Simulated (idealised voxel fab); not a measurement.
process module | voxel ribs on slabs
Pictured: cross-section cut, 285 nm wide, on a grid of 5 nm square cells.
Cross-section format: a grid of square cells, given as bands from top to bottom; each band is one or more rows of cells. Look at the band entry: it leads with the top's height and the bottom's height in nm. Then it lists the materials left to right, with a width in nm for each. The word "edge to edge" on a single material says that material fills the band edge to edge. The word "blank" is empty space. It should be noted that heights are counted from 0, beneath which the wafer as supplied is of one material throughout, and that the lowest band possesses no lower boundary but continues downward, as written in "0 and below". The two numbers in a width such as "30..40" mark its ends across the band: the first belongs to the top row of cells, the second to the bottom row, and from each row to the next the width moves by the same amount. No cell of the cross-section changed in a step that is given as "nothing got changed". Empty spaces counting at least 8 cells and having no open way to the top are listed in "Entrapped void list". The notation width x height at distance is used for each, the distance being from the left edge and all three values in nm. after a step's settings: what the simulator itself notes on the step. A step's line can hold "overlay nm"; with a mask on that step, the setting says how far right of the planned place the mask lay, while a negative setting says it lay to the left.
**The following list gives the planned process steps**
1) RECEIVE with material Si
2) DIRECTIONAL_DEP with material SiO2, thk nm 20
3) DIRECTIONAL_DEP with material polySi, thk nm 15
4) PATTERN with tone cover, mask id RIB, material resist, width nm 20, thk nm 15, overlay nm 0
5) DIRECTIONAL_ETCH with etch materials polySi, depth nm 5
6) STRIP with etch materials resist
7) MASKED_ETCH with tone cover, mask id SLAB, width nm 60, etch materials polySi, depth nm 10, overlay nm 0
8) FILL_DEP with material SiO2, thk nm 20
9) CMP with height nm 50
10) DIRECTIONAL_DEP with material TiN, thk nm 5
11) PATTERN with tone cover, mask id HEATER, material resist, width nm 30, thk nm 20, overlay nm 0
12) DIRECTIONAL_ETCH with etch materials TiN, depth nm 5
13) STRIP with etch materials resist
14) CONFORMAL_DEP with material SiN, thk nm 10
**First of two wafers: run as planned**
**Incoming wafer in cross-section (state: after step 1)**
* 0 and below  Si edge to edge
* Entrapped void list: none
**Cross-section through the wafer, step 2 finished**
* 20 down to 0  SiO2 edge to edge
* No changes below 0.
**Cross-section through the wafer, step 3 finished**
* 35 down to 20  polySi edge to edge
* No changes below 20.
**Cross-section through the wafer, step 4 finished**
* 50 down to 35  130 blank, then 20 resist, then 135 blank
* No changes below 35.
**Cross-section through the wafer, step 5 finished**
* 50 down to 35  130 blank, then 20 resist, then 135 blank
* 35 down to 30  130 blank, then 20 polySi, then 135 blank
* No changes below 30.
**Cross-section through the wafer, step 6 finished**
* 35 down to 30  130 blank, then 20 polySi, then 135 blank
* No changes below 30.
**Cross-section through the wafer, step 7 finished**
* 35 down to 30  130 blank, then 20 polySi, then 135 blank
* 30 down to 20  110 blank, then 60 polySi, then 115 blank
* No changes below 20.
**Cross-section through the wafer, step 8 finished**
* 55 down to 35  SiO2 edge to edge
* 35 down to 30  130 SiO2, then 20 polySi, then 135 SiO2
* 30 down to 20  110 SiO2, then 60 polySi, then 115 SiO2
* No changes below 20.
**Cross-section through the wafer, step 9 finished**
* 50 down to 35  SiO2 edge to edge
* No changes below 35.
**Cross-section through the wafer, step 10 finished**
* 55 down to 50  TiN edge to edge
* No changes below 50.
**Cross-section through the wafer, step 11 finished**
* 75 down to 55  125 blank, then 30 resist, then 130 blank
* No changes below 55.
**Cross-section through the wafer, step 12 finished**
* 75 down to 55  125 blank, then 30 resist, then 130 blank
* 55 down to 50  125 blank, then 30 TiN, then 130 blank
* No changes below 50.
**Cross-section through the wafer, step 13 finished**
* 55 down to 50  125 blank, then 30 TiN, then 130 blank
* No changes below 50.
**Cross-section through the wafer, step 14 finished**
* 65 down to 60  115 blank, then 50 SiN, then 120 blank
* 60 down to 55  SiN edge to edge
* 55 down to 50  125 SiN, then 30 TiN, then 130 SiN
* No changes below 50.
**Wafer two: like wafer one in start and plan, but with one mistake in execution; identical up to and including step 2**
**X-section, second wafer, when step 3 was due to finish**
* 50 down to 20  polySi edge to edge
* No changes below 20.
**X-section, second wafer, when step 4 was due to finish**
* 65 down to 50  130 blank, then 20 resist, then 135 blank
* No changes below 50.
**X-section, second wafer, when step 5 was due to finish**
* 65 down to 50  130 blank, then 20 resist, then 135 blank
* 50 down to 45  130 blank, then 20 polySi, then 135 blank
* No changes below 45.
**X-section, second wafer, when step 6 was due to finish**
* 50 down to 45  130 blank, then 20 polySi, then 135 blank
* No changes below 45.
**X-section, second wafer, when step 7 was due to finish**
* 50 down to 45  130 blank, then 20 polySi, then 135 blank
* 45 down to 35  110 blank, then 60 polySi, then 115 blank
* No changes below 35.
**X-section, second wafer, when step 8 was due to finish**
* 70 down to 50  SiO2 edge to edge
* 50 down to 45  130 SiO2, then 20 polySi, then 135 SiO2
* 45 down to 35  110 SiO2, then 60 polySi, then 115 SiO2
* No changes below 35.
**X-section, second wafer, when step 9 was due to finish**
* 50 down to 45  130 SiO2, then 20 polySi, then 135 SiO2
* No changes below 45.
**X-section, second wafer, when step 10 was due to finish**
* 55 down to 50  TiN edge to edge
* No changes below 50.
**X-section, second wafer, when step 11 was due to finish**
* 75 down to 55  125 blank, then 30 resist, then 130 blank
* No changes below 55.
**X-section, second wafer, when step 12 was due to finish**
* 75 down to 55  125 blank, then 30 resist, then 130 blank
* 55 down to 50  125 blank, then 30 TiN, then 130 blank
* No changes below 50.
**X-section, second wafer, when step 13 was due to finish**
* 55 down to 50  125 blank, then 30 TiN, then 130 blank
* No changes below 50.
**X-section, second wafer, when step 14 was due to finish**
* 65 down to 60  115 blank, then 50 SiN, then 120 blank
* 60 down to 55  SiN edge to edge
* 55 down to 50  125 SiN, then 30 TiN, then 130 SiN
* No changes below 50.
Processing error: step 3 of the plan was carried out twice
Counted in cells at the end, the second wafer holds more or fewer of these materials than the first: SiO2 -171 | polySi +171
